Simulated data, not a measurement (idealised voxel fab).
Name of the process module below: voxel capacitor over wiring
Cross-section cut: width 225 nm, square cells of 5 nm.
Format of a cross-section: grid, square cells. Given as bands. Order: top down. Band: one or more rows of cells.
Basically the band line says how high the top is and how high the bottom is, in nm, and then what's in it from left to right, every material with its width in nm. Empty space shows up as "empty", and if a single material carries "full width" it runs the full band edge to edge.
Height 0 is the level under which the wafer as received is all one material. The lowest band goes on downwards, as in "top 0, no bottom".
Per-row width for "30->40": begins at first number (top row of band), ends at second number (bottom row), increment between rows held constant.
"all unchanged" -> step changed no cross-section cell.
Empty spaces without an open route to the top, at least 8 cells in extent, make up the entry "Enclosed voids"; each is given as width x height at distance, where the distance is measured from the left edge, and all are in nm.
That trailing text on a step's line, after the settings, is the simulator's own remark on the step.
On any step carrying a mask, the "overlay nm" setting, if present on the step's line, tells how far right of its planned place the mask lay; negative values point to the left.
Guide to the pairs. Each holds a before and an after cross-section around one process step; the after cross-section is cut off at the lowest band that changed. Look under the pair for the step between them and its settings. Pairs can come from different runs of this module on the same starting wafer, so a pair follows on from the one above it only where its entry headed "Before this step" says it does.
**Before this step**
top 0, no bottom = Si full width
Enclosed voids: none
**Resulting Cross-Section**
top 15, bottom 0 = SiO2 full width
Below 0, the layers are the same as they were.
Enclosed voids: none
What step was run between the cross-section before it and the cross-section after it, both above? CONFORMAL_DEP, material SiO2, thk nm 15
Before this step: see preceding pair, after cross-section.
**Resulting Cross-Section**
top 20, bottom 15 = TiN full width
Below 15, the layers are the same as they were.
Enclosed voids: none
What step was run between the cross-section before it and the cross-section after it, both above? DIRECTIONAL_DEP, material TiN, thk nm 5
Before this step: see preceding pair, after cross-section.
**Resulting Cross-Section**
top 35, bottom 20 = W full width
Below 20, the layers are the same as they were.
Enclosed voids: none
What step was run between the cross-section before it and the cross-section after it, both above? DIRECTIONAL_DEP, material W, thk nm 15
Before this step: see preceding pair, after cross-section.
**Resulting Cross-Section**
top 45, bottom 35 = aC full width
Below 35, the layers are the same as they were.
Enclosed voids: none
What step was run between the cross-section before it and the cross-section after it, both above? DIRECTIONAL_DEP, material aC, thk nm 10
Before this step: see preceding pair, after cross-section.
**Resulting Cross-Section**
top 75, bottom 45 = empty: 50 / resist: 30 / empty: 65 / resist: 30 / empty: 50
Below 45, the layers are the same as they were.
Enclosed voids: none
What step was run between the cross-section before it and the cross-section after it, both above? PATTERN, tone cover, mask id METAL_1, material resist, width nm 30, pitch nm 95, thk nm 30, overlay nm 0
Before this step: see preceding pair, after cross-section.
**Resulting Cross-Section**
top 65, bottom 45 = empty: 50 / resist: 30 / empty: 65 / resist: 30 / empty: 50
top 45, bottom 35 = empty: 50 / aC: 30 / empty: 65 / aC: 30 / empty: 50
Below 35, the layers are the same as they were.
Enclosed voids: none
What step was run between the cross-section before it and the cross-section after it, both above? DIRECTIONAL_ETCH, etch materials aC, depth nm 10
Before this step: see preceding pair, after cross-section.
**Resulting Cross-Section**
top 45, bottom 35 = empty: 50 / aC: 30 / empty: 65 / aC: 30 / empty: 50
Below 35, the layers are the same as they were.
Enclosed voids: none
What step was run between the cross-section before it and the cross-section after it, both above? STRIP, etch materials resist
Before this step: see preceding pair, after cross-section.
**Resulting Cross-Section**
top 45, bottom 35 = empty: 50 / aC: 30 / empty: 65 / aC: 30 / empty: 50
top 35, bottom 20 = empty: 50 / W: 30 / empty: 65 / W: 30 / empty: 50
Below 20, the layers are the same as they were.
Enclosed voids: none
What step was run between the cross-section before it and the cross-section after it, both above? DIRECTIONAL_ETCH, etch materials W, depth nm 15
Before this step: see preceding pair, after cross-section.
**Resulting Cross-Section**
top 45, bottom 35 = empty: 50 / aC: 30 / empty: 65 / aC: 30 / empty: 50
top 35, bottom 20 = empty: 50 / W: 30 / empty: 65 / W: 30 / empty: 50
top 20, bottom 15 = empty: 50 / TiN: 30 / empty: 65 / TiN: 30 / empty: 50
Below 15, the layers are the same as they were.
Enclosed voids: none
What step was run between the cross-section before it and the cross-section after it, both above? DIRECTIONAL_ETCH, etch materials TiN, depth nm 5
Before this step: see preceding pair, after cross-section.
**Resulting Cross-Section**
top 35, bottom 20 = empty: 50 / W: 30 / empty: 65 / W: 30 / empty: 50
Below 20, the layers are the same as they were.
Enclosed voids: none
What step was run between the cross-section before it and the cross-section after it, both above? STRIP, etch materials aC
Before this step: see preceding pair, after cross-section.
**Resulting Cross-Section**
top 40, bottom 35 = empty: 45 / SiN: 40 / empty: 55 / SiN: 40 / empty: 45
top 35, bottom 20 = empty: 45 / SiN: 5 / W: 30 / SiN: 5 / empty: 55 / SiN: 5 / W: 30 / SiN: 5 / empty: 45
top 20, bottom 15 = SiN: 50 / TiN: 30 / SiN: 65 / TiN: 30 / SiN: 50
Below 15, the layers are the same as they were.
Enclosed voids: none
What step was run between the cross-section before it and the cross-section after it, both above? CONFORMAL_DEP, material SiN, thk nm 5
Before this step: see preceding pair, after cross-section.
**Resulting Cross-Section**
top 50, bottom 40 = lowk full width
top 40, bottom 35 = lowk: 45 / SiN: 40 / lowk: 55 / SiN: 40 / lowk: 45
top 35, bottom 20 = lowk: 45 / SiN: 5 / W: 30 / SiN: 5 / lowk: 55 / SiN: 5 / W: 30 / SiN: 5 / lowk: 45
Below 20, the layers are the same as they were.
Enclosed voids: none
What step was run between the cross-section before it and the cross-section after it, both above? FILL_DEP, material lowk, thk nm 10
Before this step: see preceding pair, after cross-section.
**Resulting Cross-Section**
top 35, bottom 20 = lowk: 45 / SiN: 5 / W: 30 / SiN: 5 / lowk: 55 / SiN: 5 / W: 30 / SiN: 5 / lowk: 45
Below 20, the layers are the same as they were.
Enclosed voids: none
What step was run between the cross-section before it and the cross-section after it, both above? CMP, height nm 35
Before this step: see preceding pair, after cross-section.
**Resulting Cross-Section**
top 40, bottom 35 = SiCN full width
Below 35, the layers are the same as they were.
Enclosed voids: none
What step was run between the cross-section before it and the cross-section after it, both above? CONFORMAL_DEP, material SiCN, thk nm 5
Before this step: see preceding pair, after cross-section.
**Resulting Cross-Section**
top 60, bottom 40 = SiO2 full width
Below 40, the layers are the same as they were.
Enclosed voids: none
What step was run between the cross-section before it and the cross-section after it, both above? DIRECTIONAL_DEP, material SiO2, thk nm 20
Before this step: see preceding pair, after cross-section.
**Resulting Cross-Section**
top 80, bottom 60 = resist: 65 / empty: 15 / resist: 145
Below 60, the layers are the same as they were.
Enclosed voids: none
What step was run between the cross-section before it and the cross-section after it, both above? PATTERN, tone open, mask id PLUG_1, material resist, width nm 15, thk nm 20, overlay nm 0
Before this step: see preceding pair, after cross-section.
**Resulting Cross-Section**
top 80, bottom 60 = resist: 65 / empty: 15 / resist: 145
top 60, bottom 40 = SiO2: 65 / empty: 15 / SiO2: 145
Below 40, the layers are the same as they were.
Enclosed voids: none
What step was run between the cross-section before it and the cross-section after it, both above? DIRECTIONAL_ETCH, etch materials SiO2, depth nm 20
Before this step: see preceding pair, after cross-section.
**Resulting Cross-Section**
top 80, bottom 60 = resist: 65 / empty: 15 / resist: 145
top 60, bottom 40 = SiO2: 65 / empty: 15 / SiO2: 145
top 40, bottom 35 = SiCN: 65 / empty: 15 / SiCN: 145
Below 35, the layers are the same as they were.
Enclosed voids: none
What step was run between the cross-section before it and the cross-section after it, both above? DIRECTIONAL_ETCH, etch materials SiCN, depth nm 5
Before this step: see preceding pair, after cross-section.
**Resulting Cross-Section**
top 60, bottom 40 = SiO2: 65 / empty: 15 / SiO2: 145
Below 40, the layers are the same as they were.
Enclosed voids: none
What step was run between the cross-section before it and the cross-section after it, both above? STRIP, etch materials resist
Before this step: see preceding pair, after cross-section.
**Resulting Cross-Section**
top 60, bottom 45 = SiO2: 65 / empty: 15 / SiO2: 145
top 45, bottom 40 = SiO2: 65 / Ru: 15 / SiO2: 145
top 40, bottom 35 = SiCN: 65 / Ru: 15 / SiCN: 145
Below 35, the layers are the same as they were.
Enclosed voids: none
What step was run between the cross-section before it and the cross-section after it, both above? EPI, material Ru, thk nm 10
Before this step: see preceding pair, after cross-section.
**Resulting Cross-Section**
top 60, bottom 55 = SiO2: 65 / empty: 15 / SiO2: 145
top 55, bottom 40 = SiO2: 65 / Ru: 15 / SiO2: 145
Below 40, the layers are the same as they were.
Enclosed voids: none
What step was run between the cross-section before it and the cross-section after it, both above? EPI, material Ru, thk nm 10
Before this step: see preceding pair, after cross-section.
**Resulting Cross-Section**
top 60, bottom 40 = SiO2: 65 / Ru: 15 / SiO2: 145
Below 40, the layers are the same as they were.
Enclosed voids: none
What step was run between the cross-section before it and the cross-section after it, both above? EPI, material Ru, thk nm 5
Before this step: see preceding pair, after cross-section.
**Resulting Cross-Section**
top 65, bottom 60 = TiN full width
Below 60, the layers are the same as they were.
Enclosed voids: none
What step was run between the cross-section before it and the cross-section after it, both above? DIRECTIONAL_DEP, material TiN, thk nm 5
Before this step: see preceding pair, after cross-section.
**Resulting Cross-Section**
top 70, bottom 65 = Al2O3 full width
Below 65, the layers are the same as they were.
Enclosed voids: none
What step was run between the cross-section before it and the cross-section after it, both above? DIRECTIONAL_DEP, material Al2O3, thk nm 5
Before this step: see preceding pair, after cross-section.
**Resulting Cross-Section**
top 80, bottom 70 = TiN full width
Below 70, the layers are the same as they were.
Enclosed voids: none
What step was run between the cross-section before it and the cross-section after it, both above? DIRECTIONAL_DEP, material TiN, thk nm 10
Before this step: see preceding pair, after cross-section.
**Resulting Cross-Section**
top 100, bottom 80 = empty: 65 / resist: 70 / empty: 90
Below 80, the layers are the same as they were.
Enclosed voids: none
What step was run between the cross-section before it and the cross-section after it, both above? PATTERN, tone cover, mask id UPPER_PLATE, material resist, width nm 70, thk nm 20, overlay nm 0
Before this step: see preceding pair, after cross-section.
**Resulting Cross-Section**
top 100, bottom 80 = empty: 65 / resist: 70 / empty: 90
top 80, bottom 70 = empty: 65 / TiN: 70 / empty: 90
Below 70, the layers are the same as they were.
Enclosed voids: none
What step was run between the cross-section before it and the cross-section after it, both above? DIRECTIONAL_ETCH, etch materials TiN, depth nm 10
Before this step: see preceding pair, after cross-section.
**Resulting Cross-Section**
top 100, bottom 80 = empty: 65 / resist: 70 / empty: 90
top 80, bottom 70 = empty: 65 / TiN: 70 / empty: 90
top 70, bottom 65 = empty: 65 / Al2O3: 70 / empty: 90
Below 65, the layers are the same as they were.
Enclosed voids: none
What step was run between the cross-section before it and the cross-section after it, both above? DIRECTIONAL_ETCH, etch materials Al2O3, depth nm 5
Before this step: see preceding pair, after cross-section.
**Resulting Cross-Section**
top 80, bottom 70 = empty: 65 / TiN: 70 / empty: 90
Below 70, the layers are the same as they were.
Enclosed voids: none
What step was run between the cross-section before it and the cross-section after it, both above? STRIP, etch materials resist
Before this step: see preceding pair, after cross-section.
**Resulting Cross-Section**
top 95, bottom 80 = empty: 60 / resist: 80 / empty: 85
top 80, bottom 70 = empty: 60 / resist: 5 / TiN: 70 / resist: 5 / empty: 85
top 70, bottom 65 = empty: 60 / resist: 5 / Al2O3: 70 / resist: 5 / empty: 85
Below 65, the layers are the same as they were.
Enclosed voids: none
What step was run between the cross-section before it and the cross-section after it, both above? PATTERN, tone cover, mask id LOWER_PLATE, material resist, width nm 80, thk nm 15, overlay nm 0
Before this step: see preceding pair, after cross-section.
**Resulting Cross-Section**
top 95, bottom 80 = empty: 60 / resist: 80 / empty: 85
top 80, bottom 70 = empty: 60 / resist: 5 / TiN: 70 / resist: 5 / empty: 85
top 70, bottom 65 = empty: 60 / resist: 5 / Al2O3: 70 / resist: 5 / empty: 85
top 65, bottom 60 = empty: 60 / TiN: 80 / empty: 85
Below 60, the layers are the same as they were.
Enclosed voids: none
What step was run between the cross-section before it and the cross-section after it, both above? DIRECTIONAL_ETCH, etch materials TiN, depth nm 5
Before this step: see preceding pair, after cross-section.
**Resulting Cross-Section**
top 80, bottom 70 = empty: 65 / TiN: 70 / empty: 90
top 70, bottom 65 = empty: 65 / Al2O3: 70 / empty: 90
Below 65, the layers are the same as they were.
Enclosed voids: none
What step was run between the cross-section before it and the cross-section after it, both above? STRIP, etch materials resist
Before this step: see preceding pair, after cross-section.
**Resulting Cross-Section**
top 100, bottom 80 = SiO2 full width
top 80, bottom 70 = SiO2: 65 / TiN: 70 / SiO2: 90
top 70, bottom 65 = SiO2: 65 / Al2O3: 70 / SiO2: 90
top 65, bottom 60 = SiO2: 60 / TiN: 80 / SiO2: 85
Below 60, the layers are the same as they were.
Enclosed voids: none
What step was run between the cross-section before it and the cross-section after it, both above? FILL_DEP, material SiO2, thk nm 20
Before this step: see preceding pair, after cross-section.
**Resulting Cross-Section**
top 95, bottom 80 = SiO2 full width
Below 80, the layers are the same as they were.
Enclosed voids: none
What step was run between the cross-section before it and the cross-section after it, both above? CMP, height nm 95
Before this step: see preceding pair, after cross-section.
**Resulting Cross-Section**
top 95, bottom 80 = SiO2: 75 / empty: 15 / SiO2: 135
Below 80, the layers are the same as they were.
Enclosed voids: none
What step was run between the cross-section before it and the cross-section after it, both above? MASKED_ETCH, tone open, mask id PLUG_2, width nm 15, etch materials SiO2, depth nm 15, overlay nm 0
Before this step: see preceding pair, after cross-section.
**Resulting Cross-Section**
top 100, bottom 95 = TiN: 80 / empty: 5 / TiN: 140
top 95, bottom 85 = SiO2: 75 / TiN: 5 / empty: 5 / TiN: 5 / SiO2: 135
top 85, bottom 80 = SiO2: 75 / TiN: 15 / SiO2: 135
Below 80, the layers are the same as they were.
Enclosed voids: none
What step was run between the cross-section before it and the cross-section after it, both above? CONFORMAL_DEP, material TiN, thk nm 5
Before this step: see preceding pair, after cross-section.
**Resulting Cross-Section**
top 110, bottom 100 = W full width
top 100, bottom 95 = TiN: 80 / W: 5 / TiN: 140
top 95, bottom 85 = SiO2: 75 / TiN: 5 / W: 5 / TiN: 5 / SiO2: 135
Below 85, the layers are the same as they were.
Enclosed voids: none
What step was run between the cross-section before it and the cross-section after it, both above? FILL_DEP, material W, thk nm 10
Before this step: see preceding pair, after cross-section.
**Resulting Cross-Section**
top 95, bottom 85 = SiO2: 75 / TiN: 5 / W: 5 / TiN: 5 / SiO2: 135
Below 85, the layers are the same as they were.
Enclosed voids: none
What step was run between the cross-section before it and the cross-section after it, both above? CMP, height nm 95
Before this step: see preceding pair, after cross-section.
**Resulting Cross-Section**
top 100, bottom 95 = SiCN full width
Below 95, the layers are the same as they were.
Enclosed voids: none
What step was run between the cross-section before it and the cross-section after it, both above? CONFORMAL_DEP, material SiCN, thk nm 5
**Before this step**
top 60, bottom 45 = SiO2: 65 / empty: 15 / SiO2: 145
top 45, bottom 40 = SiO2: 65 / Ru: 15 / SiO2: 145
top 40, bottom 35 = SiCN: 65 / Ru: 15 / SiCN: 145
top 35, bottom 20 = lowk: 45 / SiN: 5 / W: 30 / SiN: 5 / lowk: 55 / SiN: 5 / W: 30 / SiN: 5 / lowk: 45
top 20, bottom 15 = SiN: 50 / TiN: 30 / SiN: 65 / TiN: 30 / SiN: 50
top 15, bottom 0 = SiO2 full width
top 0, no bottom = Si full width
Enclosed voids: none
**Resulting Cross-Section**
top 60, bottom 50 = SiO2: 65 / empty: 15 / SiO2: 145
top 50, bottom 40 = SiO2: 65 / Ru: 15 / SiO2: 145
Below 40, the layers are the same as they were.
Enclosed voids: none
What step was run between the cross-section before it and the cross-section after it, both above? EPI, material Ru, thk nm 5
Before this step: see preceding pair, after cross-section.
**Resulting Cross-Section**
top 65, bottom 60 = TiN: 65 / empty: 15 / TiN: 145
top 60, bottom 55 = SiO2: 65 / empty: 15 / SiO2: 145
top 55, bottom 50 = SiO2: 65 / TiN: 15 / SiO2: 145
Below 50, the layers are the same as they were.
Enclosed voids: none
What step was run between the cross-section before it and the cross-section after it, both above? DIRECTIONAL_DEP, material TiN, thk nm 5
Before this step: see preceding pair, after cross-section.
**Resulting Cross-Section**
top 70, bottom 65 = Al2O3: 65 / empty: 15 / Al2O3: 145
top 65, bottom 60 = TiN: 65 / empty: 15 / TiN: 145
top 60, bottom 55 = SiO2: 65 / Al2O3: 15 / SiO2: 145
Below 55, the layers are the same as they were.
Enclosed voids: none
What step was run between the cross-section before it and the cross-section after it, both above? DIRECTIONAL_DEP, material Al2O3, thk nm 5
Before this step: see preceding pair, after cross-section.
**Resulting Cross-Section**
top 80, bottom 70 = TiN: 65 / empty: 15 / TiN: 145
top 70, bottom 65 = Al2O3: 65 / TiN: 15 / Al2O3: 145
top 65, bottom 60 = TiN full width
Below 60, the layers are the same as they were.
Enclosed voids: none
What step was run between the cross-section before it and the cross-section after it, both above? DIRECTIONAL_DEP, material TiN, thk nm 10
Before this step: see preceding pair, after cross-section.
**Resulting Cross-Section**
top 100, bottom 80 = empty: 65 / resist: 70 / empty: 90
top 80, bottom 70 = TiN: 65 / resist: 15 / TiN: 145
Below 70, the layers are the same as they were.
Enclosed voids: none
What step was run between the cross-section before it and the cross-section after it, both above? PATTERN, tone cover, mask id UPPER_PLATE, material resist, width nm 70, thk nm 20, overlay nm 0
Before this step: see preceding pair, after cross-section.
**Resulting Cross-Section**
top 100, bottom 80 = empty: 65 / resist: 70 / empty: 90
top 80, bottom 70 = empty: 65 / resist: 15 / TiN: 55 / empty: 90
Below 70, the layers are the same as they were.
Enclosed voids: none
What step was run between the cross-section before it and the cross-section after it, both above? DIRECTIONAL_ETCH, etch materials TiN, depth nm 10
Before this step: see preceding pair, after cross-section.
**Resulting Cross-Section**
top 100, bottom 80 = empty: 65 / resist: 70 / empty: 90
top 80, bottom 70 = empty: 65 / resist: 15 / TiN: 55 / empty: 90
top 70, bottom 65 = empty: 65 / TiN: 15 / Al2O3: 55 / empty: 90
Below 65, the layers are the same as they were.
Enclosed voids: none
What step was run between the cross-section before it and the cross-section after it, both above? DIRECTIONAL_ETCH, etch materials Al2O3, depth nm 5
Before this step: see preceding pair, after cross-section.
**Resulting Cross-Section**
top 80, bottom 70 = empty: 80 / TiN: 55 / empty: 90
Below 70, the layers are the same as they were.
Enclosed voids: none
What step was run between the cross-section before it and the cross-section after it, both above? STRIP, etch materials resist
Before this step: see preceding pair, after cross-section.
**Resulting Cross-Section**
top 95, bottom 80 = empty: 60 / resist: 80 / empty: 85
top 80, bottom 70 = empty: 60 / resist: 20 / TiN: 55 / resist: 5 / empty: 85
top 70, bottom 65 = empty: 60 / resist: 5 / TiN: 15 / Al2O3: 55 / resist: 5 / empty: 85
Below 65, the layers are the same as they were.
Enclosed voids: none
What step was run between the cross-section before it and the cross-section after it, both above? PATTERN, tone cover, mask id LOWER_PLATE, material resist, width nm 80, thk nm 15, overlay nm 0
Before this step: see preceding pair, after cross-section.
**Resulting Cross-Section**
top 95, bottom 80 = empty: 60 / resist: 80 / empty: 85
top 80, bottom 70 = empty: 60 / resist: 20 / TiN: 55 / resist: 5 / empty: 85
top 70, bottom 65 = empty: 60 / resist: 5 / TiN: 15 / Al2O3: 55 / resist: 5 / empty: 85
top 65, bottom 60 = empty: 60 / TiN: 80 / empty: 85
Below 60, the layers are the same as they were.
Enclosed voids: none
What step was run between the cross-section before it and the cross-section after it, both above? DIRECTIONAL_ETCH, etch materials TiN, depth nm 5
Before this step: see preceding pair, after cross-section.
**Resulting Cross-Section**
top 80, bottom 70 = empty: 80 / TiN: 55 / empty: 90
top 70, bottom 65 = empty: 65 / TiN: 15 / Al2O3: 55 / empty: 90
Below 65, the layers are the same as they were.
Enclosed voids: none
What step was run between the cross-section before it and the cross-section after it, both above? STRIP, etch materials resist
Before this step: see preceding pair, after cross-section.
**Resulting Cross-Section**
top 100, bottom 80 = SiO2 full width
top 80, bottom 70 = SiO2: 80 / TiN: 55 / SiO2: 90
top 70, bottom 65 = SiO2: 65 / TiN: 15 / Al2O3: 55 / SiO2: 90
top 65, bottom 60 = SiO2: 60 / TiN: 80 / SiO2: 85
Below 60, the layers are the same as they were.
Enclosed voids: none
What step was run between the cross-section before it and the cross-section after it, both above? FILL_DEP, material SiO2, thk nm 20
Before this step: see preceding pair, after cross-section.
**Resulting Cross-Section**
top 95, bottom 80 = SiO2 full width
Below 80, the layers are the same as they were.
Enclosed voids: none
What step was run between the cross-section before it and the cross-section after it, both above? CMP, height nm 95
Before this step: see preceding pair, after cross-section.
**Resulting Cross-Section**
top 95, bottom 80 = SiO2: 75 / empty: 15 / SiO2: 135
Below 80, the layers are the same as they were.
Enclosed voids: none
What step was run between the cross-section before it and the cross-section after it, both above? MASKED_ETCH, tone open, mask id PLUG_2, width nm 15, etch materials SiO2, depth nm 15, overlay nm 0
Before this step: see preceding pair, after cross-section.
**Resulting Cross-Section**
top 100, bottom 95 = TiN: 80 / empty: 5 / TiN: 140
top 95, bottom 85 = SiO2: 75 / TiN: 5 / empty: 5 / TiN: 5 / SiO2: 135
top 85, bottom 80 = SiO2: 75 / TiN: 15 / SiO2: 135
Below 80, the layers are the same as they were.
Enclosed voids: none
What step was run between the cross-section before it and the cross-section after it, both above? CONFORMAL_DEP, material TiN, thk nm 5
Before this step: see preceding pair, after cross-section.
**Resulting Cross-Section**
top 110, bottom 100 = W full width
top 100, bottom 95 = TiN: 80 / W: 5 / TiN: 140
top 95, bottom 85 = SiO2: 75 / TiN: 5 / W: 5 / TiN: 5 / SiO2: 135
Below 85, the layers are the same as they were.
Enclosed voids: none
What step was run between the cross-section before it and the cross-section after it, both above? FILL_DEP, material W, thk nm 10
Before this step: see preceding pair, after cross-section.
**Resulting Cross-Section**
top 95, bottom 85 = SiO2: 75 / TiN: 5 / W: 5 / TiN: 5 / SiO2: 135
Below 85, the layers are the same as they were.
Enclosed voids: none
What step was run between the cross-section before it and the cross-section after it, both above? CMP, height nm 95
Before this step: see preceding pair, after cross-section.
**Resulting Cross-Section**
top 100, bottom 95 = SiCN full width
Below 95, the layers are the same as they were.
Enclosed voids: none
What step was run between the cross-section before it and the cross-section after it, both above? CONFORMAL_DEP, material SiCN, thk nm 5
**Before this step**
top 60, bottom 40 = SiO2 full width
top 40, bottom 35 = SiCN full width
top 35, bottom 20 = lowk: 45 / SiN: 5 / W: 30 / SiN: 5 / lowk: 55 / SiN: 5 / W: 30 / SiN: 5 / lowk: 45
top 20, bottom 15 = SiN: 50 / TiN: 30 / SiN: 65 / TiN: 30 / SiN: 50
top 15, bottom 0 = SiO2 full width
top 0, no bottom = Si full width
Enclosed voids: none
**Resulting Cross-Section**
top 80, bottom 40 = SiO2 full width
Below 40, the layers are the same as they were.
Enclosed voids: none
What step was run between the cross-section before it and the cross-section after it, both above? DIRECTIONAL_DEP, material SiO2, thk nm 20
Before this step: see preceding pair, after cross-section.
**Resulting Cross-Section**
top 100, bottom 80 = resist: 65 / empty: 15 / resist: 145
Below 80, the layers are the same as they were.
Enclosed voids: none
What step was run between the cross-section before it and the cross-section after it, both above? PATTERN, tone open, mask id PLUG_1, material resist, width nm 15, thk nm 20, overlay nm 0
Before this step: see preceding pair, after cross-section.
**Resulting Cross-Section**
top 100, bottom 80 = resist: 65 / empty: 15 / resist: 145
top 80, bottom 60 = SiO2: 65 / empty: 15 / SiO2: 145
Below 60, the layers are the same as they were.
Enclosed voids: none
What step was run between the cross-section before it and the cross-section after it, both above? DIRECTIONAL_ETCH, etch materials SiO2, depth nm 20
Before this step: see preceding pair, after cross-section.
**Resulting Cross-Section**
top 80, bottom 60 = SiO2: 65 / empty: 15 / SiO2: 145
Below 60, the layers are the same as they were.
Enclosed voids: none
What step was run between the cross-section before it and the cross-section after it, both above? STRIP, etch materials resist
Before this step: see preceding pair, after cross-section.
**Resulting Cross-Section**
top 85, bottom 80 = TiN: 65 / empty: 15 / TiN: 145
top 80, bottom 65 = SiO2: 65 / empty: 15 / SiO2: 145
top 65, bottom 60 = SiO2: 65 / TiN: 15 / SiO2: 145
Below 60, the layers are the same as they were.
Enclosed voids: none
What step was run between the cross-section before it and the cross-section after it, both above? DIRECTIONAL_DEP, material TiN, thk nm 5
Before this step: see preceding pair, after cross-section.
**Resulting Cross-Section**
top 90, bottom 85 = Al2O3: 65 / empty: 15 / Al2O3: 145
top 85, bottom 80 = TiN: 65 / empty: 15 / TiN: 145
top 80, bottom 70 = SiO2: 65 / empty: 15 / SiO2: 145
top 70, bottom 65 = SiO2: 65 / Al2O3: 15 / SiO2: 145
Below 65, the layers are the same as they were.
Enclosed voids: none
What step was run between the cross-section before it and the cross-section after it, both above? DIRECTIONAL_DEP, material Al2O3, thk nm 5
Before this step: see preceding pair, after cross-section.
**Resulting Cross-Section**
top 100, bottom 90 = TiN: 65 / empty: 15 / TiN: 145
top 90, bottom 85 = Al2O3: 65 / empty: 15 / Al2O3: 145
top 85, bottom 80 = TiN: 65 / empty: 15 / TiN: 145
top 80, bottom 70 = SiO2: 65 / TiN: 15 / SiO2: 145
Below 70, the layers are the same as they were.
Enclosed voids: none
What step was run between the cross-section before it and the cross-section after it, both above? DIRECTIONAL_DEP, material TiN, thk nm 10
Before this step: see preceding pair, after cross-section.
**Resulting Cross-Section**
top 120, bottom 100 = empty: 65 / resist: 70 / empty: 90
top 100, bottom 90 = TiN: 65 / resist: 15 / TiN: 145
top 90, bottom 85 = Al2O3: 65 / resist: 15 / Al2O3: 145
top 85, bottom 80 = TiN: 65 / resist: 15 / TiN: 145
Below 80, the layers are the same as they were.
Enclosed voids: none
What step was run between the cross-section before it and the cross-section after it, both above? PATTERN, tone cover, mask id UPPER_PLATE, material resist, width nm 70, thk nm 20, overlay nm 0
Before this step: see preceding pair, after cross-section.
**Resulting Cross-Section**
top 120, bottom 100 = empty: 65 / resist: 70 / empty: 90
top 100, bottom 90 = empty: 65 / resist: 15 / TiN: 55 / empty: 90
Below 90, the layers are the same as they were.
Enclosed voids: none
What step was run between the cross-section before it and the cross-section after it, both above? DIRECTIONAL_ETCH, etch materials TiN, depth nm 10
Before this step: see preceding pair, after cross-section.
**Resulting Cross-Section**
top 120, bottom 100 = empty: 65 / resist: 70 / empty: 90
top 100, bottom 90 = empty: 65 / resist: 15 / TiN: 55 / empty: 90
top 90, bottom 85 = empty: 65 / resist: 15 / Al2O3: 55 / empty: 90
Below 85, the layers are the same as they were.
Enclosed voids: none
What step was run between the cross-section before it and the cross-section after it, both above? DIRECTIONAL_ETCH, etch materials Al2O3, depth nm 5
Before this step: see preceding pair, after cross-section.
**Resulting Cross-Section**
top 100, bottom 90 = empty: 80 / TiN: 55 / empty: 90
top 90, bottom 85 = empty: 80 / Al2O3: 55 / empty: 90
top 85, bottom 80 = TiN: 65 / empty: 15 / TiN: 145
Below 80, the layers are the same as they were.
Enclosed voids: none
What step was run between the cross-section before it and the cross-section after it, both above? STRIP, etch materials resist
Before this step: see preceding pair, after cross-section.
**Resulting Cross-Section**
top 115, bottom 100 = empty: 60 / resist: 80 / empty: 85
top 100, bottom 90 = empty: 60 / resist: 20 / TiN: 55 / resist: 5 / empty: 85
top 90, bottom 85 = empty: 60 / resist: 20 / Al2O3: 55 / resist: 5 / empty: 85
top 85, bottom 80 = TiN: 65 / resist: 15 / TiN: 145
Below 80, the layers are the same as they were.
Enclosed voids: none
What step was run between the cross-section before it and the cross-section after it, both above? PATTERN, tone cover, mask id LOWER_PLATE, material resist, width nm 80, thk nm 15, overlay nm 0
Before this step: see preceding pair, after cross-section.
**Resulting Cross-Section**
top 115, bottom 100 = empty: 60 / resist: 80 / empty: 85
top 100, bottom 90 = empty: 60 / resist: 20 / TiN: 55 / resist: 5 / empty: 85
top 90, bottom 85 = empty: 60 / resist: 20 / Al2O3: 55 / resist: 5 / empty: 85
top 85, bottom 80 = empty: 60 / TiN: 5 / resist: 15 / TiN: 60 / empty: 85
Below 80, the layers are the same as they were.
Enclosed voids: none
What step was run between the cross-section before it and the cross-section after it, both above? DIRECTIONAL_ETCH, etch materials TiN, depth nm 5
Before this step: see preceding pair, after cross-section.
**Resulting Cross-Section**
top 100, bottom 90 = empty: 80 / TiN: 55 / empty: 90
top 90, bottom 85 = empty: 80 / Al2O3: 55 / empty: 90
top 85, bottom 80 = empty: 60 / TiN: 5 / empty: 15 / TiN: 60 / empty: 85
Below 80, the layers are the same as they were.
Enclosed voids: none
What step was run between the cross-section before it and the cross-section after it, both above? STRIP, etch materials resist
Before this step: see preceding pair, after cross-section.
**Resulting Cross-Section**
top 120, bottom 100 = SiO2 full width
top 100, bottom 90 = SiO2: 80 / TiN: 55 / SiO2: 90
top 90, bottom 85 = SiO2: 80 / Al2O3: 55 / SiO2: 90
top 85, bottom 80 = SiO2: 60 / TiN: 5 / SiO2: 15 / TiN: 60 / SiO2: 85
Below 80, the layers are the same as they were.
Enclosed voids: none
What step was run between the cross-section before it and the cross-section after it, both above? FILL_DEP, material SiO2, thk nm 20
Before this step: see preceding pair, after cross-section.
**Resulting Cross-Section**
top 95, bottom 90 = SiO2: 80 / TiN: 55 / SiO2: 90
Below 90, the layers are the same as they were.
Enclosed voids: none
What step was run between the cross-section before it and the cross-section after it, both above? CMP, height nm 95
Before this step: see preceding pair, after cross-section.
**Resulting Cross-Section**
top 95, bottom 90 = SiO2: 75 / empty: 5 / TiN: 55 / SiO2: 90
top 90, bottom 85 = SiO2: 75 / empty: 5 / Al2O3: 55 / SiO2: 90
top 85, bottom 80 = SiO2: 60 / TiN: 5 / SiO2: 10 / empty: 5 / TiN: 60 / SiO2: 85
Below 80, the layers are the same as they were.
Enclosed voids: none
What step was run between the cross-section before it and the cross-section after it, both above? MASKED_ETCH, tone open, mask id PLUG_2, width nm 15, etch materials SiO2, depth nm 15, overlay nm 0
Before this step: see preceding pair, after cross-section.
**Resulting Cross-Section**
top 100, bottom 95 = TiN full width
top 95, bottom 90 = SiO2: 75 / TiN: 60 / SiO2: 90
top 90, bottom 85 = SiO2: 75 / TiN: 5 / Al2O3: 55 / SiO2: 90
top 85, bottom 80 = SiO2: 60 / TiN: 5 / SiO2: 10 / TiN: 65 / SiO2: 85
Below 80, the layers are the same as they were.
Enclosed voids: none
What step was run between the cross-section before it and the cross-section after it, both above? CONFORMAL_DEP, material TiN, thk nm 5
Before this step: see preceding pair, after cross-section.
**Resulting Cross-Section**
top 110, bottom 100 = W full width
Below 100, the layers are the same as they were.
Enclosed voids: none
What step was run between the cross-section before it and the cross-section after it, both above? FILL_DEP, material W, thk nm 10
Before this step: see preceding pair, after cross-section.
**Resulting Cross-Section**
top 95, bottom 90 = SiO2: 75 / TiN: 60 / SiO2: 90
Below 90, the layers are the same as they were.
Enclosed voids: none
What step was run between the cross-section before it and the cross-section after it, both above? CMP, height nm 95
